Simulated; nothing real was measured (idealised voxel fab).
The process module that follows is named voxel self aligned contacts.
Square cells of 5 nm make up the cross-section cut, whose width is 260 nm.
Think of the cross-section as a grid of square cells. We describe it in bands, top to bottom, and each band covers one or more rows of those cells. In this notation a band is specified by the heights of its top and bottom, in that order and in nm, after which its materials appear from left to right, each paired with its width in nm. The word "everywhere" attached to a single material means that material fills the band from edge to edge; the word "empty" stands for empty space. Height datum 0, below which the as-received substrate wafer is one material. Lowest band open at the bottom, running downward: "0 and below". It should be noted that a width expressed as "30 to 40" varies in equal increments from row to row of cells within the band, taking the value of the first number at the top row and that of the second number at the bottom row. Step note "no change" = no cross-section cell changed. Empty spaces without an open route to the top, at least 8 cells in extent, make up the entry "Unvented cavities"; each is given as width x height at distance, where the distance is measured from the left edge, and all are in nm. What comes after the settings on a step's line is commentary from the simulator itself on that step. overlay nm: right-of-plan distance of the mask on a masked step; negative values mean left-of-plan.
# Here's what the planned process steps look like
1,RECEIVE,material Si
2,OXIDIZE,depth nm 5
3,DIRECTIONAL_DEP,material polySi,thk nm 30
4,DIRECTIONAL_DEP,material SiN,thk nm 15
5,MASKED_ETCH,tone cover,mask id GATE,width nm 25,pitch nm 70,etch materials SiN,depth nm 15,overlay nm 0
6,MASKED_ETCH,tone cover,mask id GATE,width nm 35,pitch nm 70,etch materials polySi,depth nm 30,overlay nm 0
7,CONFORMAL_DEP,material SiN,thk nm 5
8,DIRECTIONAL_ETCH,etch materials SiN,depth nm 5
9,FILL_DEP,material SiO2,thk nm 15
10,CMP,height nm 50
11,PATTERN,tone open,mask id CONTACT,material resist,width nm 45,pitch nm 70,thk nm 15,overlay nm 0
12,DIRECTIONAL_ETCH,etch materials SiO2,depth nm 55
13,STRIP,etch materials resist
14,CONFORMAL_DEP,material TiN,thk nm 5
15,FILL_DEP,material Ru,thk nm 10
16,CMP,height nm 50
17,CONFORMAL_DEP,material SiCN,thk nm 5
All wafers enter the flow in the same state. The width nm at step 5 differs from wafer to wafer, and the plan gives the value for the first wafer.
# The first of several wafers as received, shown in cross-section; this is its state after step 1
> 0 and below  Si everywhere
> Unvented cavities: none
# Where each wafer stands at the end of the module, a row apiece: cells of each material gained (+) or lost (-) since it was received, then closed voids
width nm 25; +72 Ru; -52 Si; +52 SiCN; +99 SiN; +217 SiO2; +58 TiN; +126 polySi; Unvented cavities: none
width nm 30; +66 Ru; -52 Si; +52 SiCN; +108 SiN; +214 SiO2; +58 TiN; +126 polySi; Unvented cavities: none
width nm 35; +60 Ru; -52 Si; +52 SiCN; +117 SiN; +211 SiO2; +58 TiN; +126 polySi; Unvented cavities: none
width nm 40; +40 Ru; -52 Si; +52 SiCN; +126 SiN; +204 SiO2; +58 TiN; +144 polySi; Unvented cavities: none
width nm 45; +20 Ru; -52 Si; +52 SiCN; +135 SiN; +197 SiO2; +58 TiN; +162 polySi; Unvented cavities: none
width nm 50; -52 Si; +52 SiCN; +144 SiN; +190 SiO2; +58 TiN; +180 polySi; Unvented cavities: none
